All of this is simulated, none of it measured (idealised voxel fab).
process module | voxel released beams
cross-section cut | 155 nm wide | cells 5 nm
A cross-section is a grid of square cells, given in bands from the top down. A band is one or more rows of cells.
Each band's line starts with the height of the band's top and of its bottom, in nm. Then come its materials from left to right, each with its width in nm. One material with "throughout" fills the band from edge to edge. "air" is empty space.
Height 0 is the level under which the wafer as received is all one material. The lowest band goes on downwards, as in "0 down".
A width such as "30 to 40" changes by the same amount from each row of cells to the next, from the band's top row to its bottom row.
"no change" after a step means that no cell of the cross-section changed.
closed voids: empty space of 8 cells or more with no open way to the top, each as width x height at its distance from the left edge, in nm
after a step's settings: what the simulator itself notes on the step
overlay nm, on a step with a mask: how far to the right of its planned place the mask lay; to the left if negative
plan
1 op RECEIVE | material Si
2 op CONFORMAL_DEP | material Al2O3 | thk nm 5
3 op DIRECTIONAL_DEP | material SiO2 | thk nm 15
4 op DIRECTIONAL_DEP | material aC | thk nm 10
5 op PATTERN | tone open | mask id ANCHOR | material resist | width nm 35 | thk nm 25 | overlay nm 0
6 op DIRECTIONAL_ETCH | etch materials aC | depth nm 10
7 op STRIP | etch materials resist
8 op DIRECTIONAL_ETCH | etch materials SiO2 | depth nm 15
9 op STRIP | etch materials aC
10 op CONFORMAL_DEP | material W | thk nm 10
11 op DIRECTIONAL_DEP | material aC | thk nm 15
12 op PATTERN | tone cover | mask id BEAM | material resist | width nm 100 | thk nm 35 | overlay nm 0
13 op DIRECTIONAL_ETCH | etch materials aC | depth nm 15
14 op STRIP | etch materials resist
15 op DIRECTIONAL_ETCH | etch materials W | depth nm 10
16 op STRIP | etch materials aC
17 op STRIP | etch materials SiO2
first wafer, as planned
as received, after step 1
  0 down: Si throughout
  closed voids: none
after step 2
  5 to 0: Al2O3 throughout
  below 0: unchanged
after step 3
  20 to 5: SiO2 throughout
  below 5: unchanged
after step 4
  30 to 20: aC throughout
  below 20: unchanged
after step 5
  55 to 30: resist 30 | air 35 | resist 90
  below 30: unchanged
after step 6
  45 to 30: resist 30 | air 35 | resist 90
  30 to 20: aC 30 | air 35 | aC 90
  below 20: unchanged
after step 7
  30 to 20: aC 30 | air 35 | aC 90
  below 20: unchanged
after step 8
  30 to 20: aC 30 | air 35 | aC 90
  20 to 5: SiO2 30 | air 35 | SiO2 90
  below 5: unchanged
after step 9
  20 to 5: SiO2 30 | air 35 | SiO2 90
  below 5: unchanged
after step 10
  30 to 20: W 40 | air 15 | W 100
  20 to 15: SiO2 30 | W 10 | air 15 | W 10 | SiO2 90
  15 to 5: SiO2 30 | W 35 | SiO2 90
  below 5: unchanged
after step 11
  45 to 30: aC 40 | air 15 | aC 100
  30 to 20: W 40 | aC 15 | W 100
  20 to 15: SiO2 30 | W 10 | aC 15 | W 10 | SiO2 90
  below 15: unchanged
after step 12
  80 to 45: air 25 | resist 100 | air 30
  45 to 30: aC 40 | resist 15 | aC 100
  below 30: unchanged
after step 13
  65 to 45: air 25 | resist 100 | air 30
  45 to 30: air 25 | aC 15 | resist 15 | aC 70 | air 30
  below 30: unchanged
after step 14
  45 to 30: air 25 | aC 15 | air 15 | aC 70 | air 30
  below 30: unchanged
after step 15
  45 to 30: air 25 | aC 15 | air 15 | aC 70 | air 30
  30 to 20: air 25 | W 15 | aC 15 | W 70 | air 30
  below 20: unchanged
after step 16
  30 to 20: air 25 | W 15 | air 15 | W 70 | air 30
  20 to 15: SiO2 30 | W 10 | air 15 | W 10 | SiO2 90
  below 15: unchanged
after step 17
  30 to 20: air 25 | W 15 | air 15 | W 70 | air 30
  20 to 15: air 30 | W 10 | air 15 | W 10 | air 90
  15 to 5: air 30 | W 35 | air 90
  below 5: unchanged
second wafer: like start, like plan, one mistake. Through step 4 it matches the first wafer
when step 5 should have ended
  55 to 30: air 30 | resist 35 | air 90
  below 30: unchanged
when step 6 should have ended
  45 to 30: air 30 | resist 35 | air 90
  30 to 20: air 30 | aC 35 | air 90
  below 20: unchanged
when step 7 should have ended
  30 to 20: air 30 | aC 35 | air 90
  below 20: unchanged
when step 8 should have ended
  30 to 20: air 30 | aC 35 | air 90
  20 to 5: air 30 | SiO2 35 | air 90
  below 5: unchanged
when step 9 should have ended
  20 to 5: air 30 | SiO2 35 | air 90
  below 5: unchanged
when step 10 should have ended
  30 to 20: air 20 | W 55 | air 80
  20 to 15: air 20 | W 10 | SiO2 35 | W 10 | air 80
  15 to 5: W 30 | SiO2 35 | W 90
  below 5: unchanged
when step 11 should have ended
  45 to 30: air 20 | aC 55 | air 80
  30 to 20: aC 20 | W 55 | aC 80
  20 to 15: aC 20 | W 10 | SiO2 35 | W 10 | aC 80
  below 15: unchanged
when step 12 should have ended
  80 to 45: air 25 | resist 100 | air 30
  45 to 30: air 20 | aC 55 | resist 50 | air 30
  below 30: unchanged
when step 13 should have ended
  65 to 45: air 25 | resist 100 | air 30
  45 to 30: air 25 | aC 50 | resist 50 | air 30
  30 to 20: air 20 | W 55 | aC 50 | air 30
  20 to 15: air 20 | W 10 | SiO2 35 | W 10 | aC 50 | air 30
  below 15: unchanged
when step 14 should have ended
  45 to 30: air 25 | aC 50 | air 80
  below 30: unchanged
when step 15 should have ended
  45 to 30: air 25 | aC 50 | air 80
  30 to 20: air 25 | W 50 | aC 50 | air 30
  20 to 15: air 20 | W 10 | SiO2 35 | W 10 | aC 50 | air 30
  15 to 5: air 20 | W 10 | SiO2 35 | W 60 | air 30
  below 5: unchanged
when step 16 should have ended
  30 to 20: air 25 | W 50 | air 80
  20 to 15: air 20 | W 10 | SiO2 35 | W 10 | air 80
  below 15: unchanged
when step 17 should have ended: no change
what went wrong: step 5 ran as: op PATTERN | tone cover | mask id ANCHOR | material resist | width nm 35 | thk nm 25 | overlay nm 0
at the end the second wafer has, in cells: 21 more of SiO2
